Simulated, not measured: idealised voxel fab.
process module | voxel gate over fins
cross-section cut | 230 nm wide | cells 5 nm
A cross-section is a grid of square cells, given in bands from the top down. A band is one or more rows of cells.
Each band's line starts with the height of the band's top and of its bottom, in nm. Then come its materials from left to right, each with its width in nm. One material with "throughout" fills the band from edge to edge. "air" is empty space.
Height 0 is the level under which the wafer as received is all one material. The lowest band goes on downwards, as in "0 down".
A width such as "30 to 40" changes by the same amount from each row of cells to the next, from the band's top row to its bottom row.
"no change" after a step means that no cell of the cross-section changed.
closed voids: empty space of 8 cells or more with no open way to the top, each as width x height at its distance from the left edge, in nm
after a step's settings: what the simulator itself notes on the step
overlay nm, on a step with a mask: how far to the right of its planned place the mask lay; to the left if negative
plan
1 op RECEIVE | material Si
2 op CONFORMAL_DEP | material SiN | thk nm 10
3 op MASKED_ETCH | tone cover | mask id FINS | width nm 15 | pitch nm 40 | etch materials SiN | depth nm 10 | overlay nm -15
4 op MASKED_ETCH | tone cover | mask id FINS | width nm 15 | pitch nm 40 | etch materials Si | depth nm 30 | overlay nm 0
5 op OXIDIZE | depth nm 5
6 op FILL_DEP | material SiO2 | thk nm 5
7 op CMP | height nm 10
8 op SELECTIVE_ETCH | etch materials SiO2 | depth nm 25
9 op STRIP | etch materials SiN
10 op CONFORMAL_DEP | material HfO2 | thk nm 5
11 op CONFORMAL_DEP | material TiN | thk nm 5
12 op FILL_DEP | material W | thk nm 10
13 op CMP | height nm 15
14 op CONFORMAL_DEP | material SiCN | thk nm 10
varied across the wafers: overlay nm of step 3. The plan shows the first wafer's value. All wafers start alike
first wafer as received, after step 1
  0 down: Si throughout
  closed voids: none
each wafer at the end: cells of each material gained (+) or lost (-) since it was received, then its closed voids
overlay nm -15 | +58 HfO2 | -272 Si | +92 SiCN | +152 SiO2 | +58 TiN | +142 W | closed voids: none
overlay nm -10 | +58 HfO2 | -284 Si | +92 SiCN | +160 SiO2 | +58 TiN | +146 W | closed voids: none
overlay nm -5 | +58 HfO2 | -296 Si | +92 SiCN | +168 SiO2 | +58 TiN | +150 W | closed voids: none
overlay nm 0 | +58 HfO2 | -308 Si | +92 SiCN | +176 SiO2 | +58 TiN | +154 W | closed voids: none
overlay nm 5 | +58 HfO2 | -296 Si | +92 SiCN | +168 SiO2 | +58 TiN | +150 W | closed voids: none
overlay nm 10 | +58 HfO2 | -284 Si | +92 SiCN | +160 SiO2 | +58 TiN | +146 W | closed voids: none
overlay nm 15 | +58 HfO2 | -272 Si | +92 SiCN | +152 SiO2 | +58 TiN | +142 W | closed voids: none
